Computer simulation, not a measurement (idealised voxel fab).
process module | voxel trench capacitor
cross-section cut | 230 nm wide | cells 5 nm
A cross-section is a grid of square cells, given in bands from the top down. A band is one or more rows of cells.
Each band's line starts with the height of the band's top and of its bottom, in nm. Then come its materials from left to right, each with its width in nm. One material with "throughout" fills the band from edge to edge. "air" is empty space.
Height 0 is the level under which the wafer as received is all one material. The lowest band goes on downwards, as in "0 down".
A width such as "30 to 40" changes by the same amount from each row of cells to the next, from the band's top row to its bottom row.
"no change" after a step means that no cell of the cross-section changed.
closed voids: empty space of 8 cells or more with no open way to the top, each as width x height at its distance from the left edge, in nm
after a step's settings: what the simulator itself notes on the step
overlay nm, on a step with a mask: how far to the right of its planned place the mask lay; to the left if negative
plan
1 op RECEIVE | material Si
2 op CONFORMAL_DEP | material SiN | thk nm 5
3 op DIRECTIONAL_DEP | material aC | thk nm 15
4 op PATTERN | tone open | mask id TRENCH | material resist | width nm 20 | pitch nm 40 | thk nm 30 | overlay nm 0
5 op DIRECTIONAL_ETCH | etch materials aC | depth nm 15
6 op STRIP | etch materials resist
7 op DIRECTIONAL_ETCH | etch materials SiN | depth nm 5
8 op DIRECTIONAL_ETCH | etch materials Si | depth nm 25
9 op STRIP | etch materials aC
10 op CONFORMAL_DEP | material SiO2 | thk nm 5
11 op FILL_DEP | material polySi | thk nm 10
12 op CMP | height nm 5
as received, after step 1
  0 down: Si throughout
  closed voids: none
a wafer at the end: this start, this plan, one mistake
  -5 to -20: Si 85 | SiO2 5 | polySi 10 | SiO2 5 | Si 20 | SiO2 5 | polySi 10 | SiO2 5 | Si 85
  -20 to -25: Si 85 | SiO2 20 | Si 20 | SiO2 20 | Si 85
  -25 down: Si throughout
  closed voids: none
what went wrong: step 12 ran as: op CMP | height nm -5
